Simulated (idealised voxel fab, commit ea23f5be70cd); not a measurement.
The process module presented herein is designated voxel transistor to metal.
The cross-section on display is named cut; it measures 260 nm wide, and its cells are 5 nm squares.
We lay out every cross-section as a grid of square cells and spell it out in bands from the top down, where one band means one or more rows of cells. Basically the band line says how high the top is and how high the bottom is, in nm, and then what's in it from left to right, every material with its width in nm. Empty space shows up as "blank", and if a single material carries "all across" it runs the full band edge to edge. Heads up on the height convention: 0 is the point under which the incoming wafer is all one material, and the lowest band has no bottom, it just keeps going down, like "from 0 down". It should be noted that a width expressed as "30 to 40" varies in equal increments from row to row of cells within the band, taking the value of the first number at the top row and that of the second number at the bottom row. "no modification" after a step means that no cell of the cross-section changed. Enclosed empty spaces: empty space of 8 cells or more with no open way to the top, each as width x height at its distance from the left edge, in nm. It should be noted that, on the line of a given step, the content following the step's settings is a remark produced by the simulator itself with respect to that step. What "overlay nm" on a step's line means: if the step has a mask, that mask lay this far to the right of its planned place, or, when the value is negative, to the left.

This section lists the process steps that were planned
1. RECEIVE with material Si
2. CONFORMAL_DEP with material SiO2, thk nm 5
3. CONFORMAL_DEP with material SiN, thk nm 10
4. DIRECTIONAL_DEP with material aC, thk nm 10
5. PATTERN with tone cover, mask id ACTIVE, material resist, width nm 100, pitch nm 130, thk nm 30, overlay nm 0
6. DIRECTIONAL_ETCH with etch materials aC, depth nm 10
7. STRIP with etch materials resist
8. DIRECTIONAL_ETCH with etch materials SiN, depth nm 10
9. DIRECTIONAL_ETCH with etch materials SiO2, depth nm 5
10. DIRECTIONAL_ETCH with etch materials Si, depth nm 25
11. STRIP with etch materials aC
12. OXIDIZE with depth nm 5
13. FILL_DEP with material SiO2, thk nm 5
14. CMP with height nm 15
15. SELECTIVE_ETCH with etch materials SiO2, depth nm 10
16. STRIP with etch materials SiN
17. SELECTIVE_ETCH with etch materials SiO2, depth nm 5
18. OXIDIZE with depth nm 5
19. DIRECTIONAL_DEP with material polySi, thk nm 30
20. DIRECTIONAL_DEP with material SiCN, thk nm 15
21. PATTERN with tone cover, mask id GATE, material resist, width nm 20, pitch nm 130, thk nm 15, overlay nm 0
22. DIRECTIONAL_ETCH with etch materials SiCN, depth nm 25
23. DIRECTIONAL_ETCH with etch materials polySi, depth nm 40
24. STRIP with etch materials resist
25. CONFORMAL_DEP with material SiO2, thk nm 5
26. DIRECTIONAL_ETCH with etch materials SiO2, depth nm 5
27. CONFORMAL_DEP with material SiN, thk nm 10
28. DIRECTIONAL_ETCH with etch materials SiN, depth nm 10
29. DIRECTIONAL_ETCH with etch materials SiO2, depth nm 5
30. DIRECTIONAL_ETCH with etch materials Si, depth nm 15
31. EPI with material pSi, thk nm 20
32. FILL_DEP with material SiO2, thk nm 10
33. CMP with height nm 45
34. DIRECTIONAL_DEP with material SiO2, thk nm 10
35. PATTERN with tone open, mask id CONTACT, material resist, width nm 15, pitch nm 65, thk nm 15, overlay nm 0
36. DIRECTIONAL_ETCH with etch materials SiO2, depth nm 40
37. STRIP with etch materials resist
38. CONFORMAL_DEP with material TiN, thk nm 5
39. FILL_DEP with material Ru, thk nm 5
40. CMP with height nm 55
41. CONFORMAL_DEP with material SiCN, thk nm 5
42. DIRECTIONAL_DEP with material lowk, thk nm 15
43. DIRECTIONAL_DEP with material aC, thk nm 15
44. PATTERN with tone open, mask id METAL_1, material resist, width nm 15, pitch nm 65, thk nm 30, overlay nm 0
45. DIRECTIONAL_ETCH with etch materials aC, depth nm 15
46. STRIP with etch materials resist
47. DIRECTIONAL_ETCH with etch materials lowk, depth nm 15
48. DIRECTIONAL_ETCH with etch materials SiCN, depth nm 5
49. STRIP with etch materials aC
50. CONFORMAL_DEP with material TiN, thk nm 5
51. FILL_DEP with material W, thk nm 10
52. CMP with height nm 75
53. EPI with material Ru, thk nm 5
54. FILL_DEP with material SiCN, thk nm 5

Wafer as received: cross-section following step 1
* from 0 down  Si all across
* Enclosed empty spaces: none

Wafer at module end, in section. Began as above, planned as above, run with one mistake
* from 100 to 95  SiCN all across
* from 95 to 90  Ru all across
* from 90 to 80  W all across
* from 80 to 75  TiN 30  W 5  TiN 60  W 5  TiN 60  W 5  TiN 60  W 5  TiN 30
* from 75 to 60  lowk 25  TiN 5  W 5  TiN 5  lowk 50  TiN 5  W 5  TiN 5  lowk 50  TiN 5  W 5  TiN 5  lowk 50  TiN 5  W 5  TiN 5  lowk 25
* from 60 to 55  SiCN 25  TiN 15  SiCN 50  TiN 15  SiCN 50  TiN 15  SiCN 50  TiN 15  SiCN 25
* from 55 to 45  SiO2 25  TiN 5  Ru 5  TiN 5  SiO2 50  TiN 5  Ru 5  TiN 5  SiO2 50  TiN 5  Ru 5  TiN 5  SiO2 50  TiN 5  Ru 5  TiN 5  SiO2 25
* from 45 to 30  SiO2 25  TiN 5  Ru 5  TiN 5  SiN 10  SiO2 5  SiCN 20  SiO2 5  SiN 10  TiN 5  Ru 5  TiN 5  SiO2 50  TiN 5  Ru 5  TiN 5  SiN 10  SiO2 5  SiCN 20  SiO2 5  SiN 10  TiN 5  Ru 5  TiN 5  SiO2 25
* from 30 to 20  SiO2 25  TiN 5  Ru 5  TiN 5  SiN 10  SiO2 5  polySi 20  SiO2 5  SiN 10  TiN 5  Ru 5  TiN 5  SiO2 50  TiN 5  Ru 5  TiN 5  SiN 10  SiO2 5  polySi 20  SiO2 5  SiN 10  TiN 5  Ru 5  TiN 5  SiO2 25
* from 20 to 15  SiO2 25  TiN 15  SiN 10  SiO2 5  polySi 20  SiO2 5  SiN 10  TiN 15  SiO2 50  TiN 15  SiN 10  SiO2 5  polySi 20  SiO2 5  SiN 10  TiN 15  SiO2 25
* from 15 to 0  SiO2 20  pSi 20  SiN 10  SiO2 5  polySi 20  SiO2 5  SiN 10  pSi 20  SiO2 40  pSi 20  SiN 10  SiO2 5  polySi 20  SiO2 5  SiN 10  pSi 20  SiO2 20
* from 0 to -5  SiO2 15  pSi 25  SiO2 50  pSi 25  SiO2 30  pSi 25  SiO2 50  pSi 25  SiO2 15
* from -5 to -20  SiO2 20  pSi 20  Si 50  pSi 20  SiO2 40  pSi 20  Si 50  pSi 20  SiO2 20
* from -20 to -30  SiO2 20  Si 90  SiO2 40  Si 90  SiO2 20
* from -30 down  Si all across
* Enclosed empty spaces: none
It is concluded that the wafer was processed incorrectly with respect to the plan, in that step 52 from the plan never happened, it was just skipped
